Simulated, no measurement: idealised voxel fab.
voxel double patterning: a process module
Square cell edge 5 nm, section width 220 nm, ID cut.
Cross-section layout: square cells on a grid; listed as bands, top to bottom; a band spans one or more cell rows.
It is stipulated that each band's entry specify, in nanometres, the height of the top of the band and then that of its bottom, followed by the materials of the band in left-to-right sequence, each together with its width in nanometres. A single material marked by the word "full width" is understood to fill the band from edge to edge; the word "empty" is understood to denote empty space.
Heights from 0 (as-received wafer is one material below). Bottom band endless downward, as "0 down".
Width: "30->40" (first number = top row, second number = bottom row, same change from row to row of cells).
A step reported as "nothing changed" is a step in which no cell of the cross-section changed.
For the entry "Voids, fully enclosed", the listed items are empty spaces with no open way to the top whose size is 8 cells or more; each item follows the pattern width x height at distance, where distance is from the left edge and all three are in nm.
Anything after a step's settings on that line? It's the simulator's own note about the step.
"overlay nm", when on a step's line for a step with a mask, measures how far to the right of its planned place the mask lay; a negative measure means to the left.
Listed below are the process steps as planned:
1 RECEIVE | material Si
2 CONFORMAL_DEP | material SiO2 | thk nm 10
3 DIRECTIONAL_DEP | material TiN | thk nm 20
4 DIRECTIONAL_DEP | material SiN | thk nm 10
5 PATTERN | tone open | mask id FIRST | material resist | width nm 15 | pitch nm 50 | thk nm 15 | overlay nm 0
6 DIRECTIONAL_ETCH | etch materials SiN | depth nm 10
7 STRIP | etch materials resist
8 DIRECTIONAL_DEP | material aC | thk nm 15
9 PATTERN | tone open | mask id SECOND | material resist | width nm 15 | thk nm 35 | overlay nm -15
10 DIRECTIONAL_ETCH | etch materials aC | depth nm 15
11 STRIP | etch materials resist
12 DIRECTIONAL_ETCH | etch materials SiN | depth nm 10
13 STRIP | etch materials aC
14 DIRECTIONAL_ETCH | etch materials TiN | depth nm 20
15 STRIP | etch materials SiN
Among the wafers covered here, the point of difference is the overlay nm at step 9; their starting state is shared, and the plan presents the value of the first wafer.
Cross-section of the first of several received wafers, showing its state after step 1:
    0 down = Si full width
    Voids, fully enclosed: none
Below: a row per wafer. Contents at end of module: for every material, cells gained since receipt (+) or lost since receipt (-); then closed voids:
overlay nm -15 | +88 SiO2 | +144 TiN | Voids, fully enclosed: none
overlay nm -10 | +88 SiO2 | +140 TiN | Voids, fully enclosed: none
overlay nm -5 | +88 SiO2 | +140 TiN | Voids, fully enclosed: none
overlay nm 0 | +88 SiO2 | +140 TiN | Voids, fully enclosed: none
overlay nm 5 | +88 SiO2 | +140 TiN | Voids, fully enclosed: none
overlay nm 10 | +88 SiO2 | +140 TiN | Voids, fully enclosed: none
overlay nm 15 | +88 SiO2 | +144 TiN | Voids, fully enclosed: none
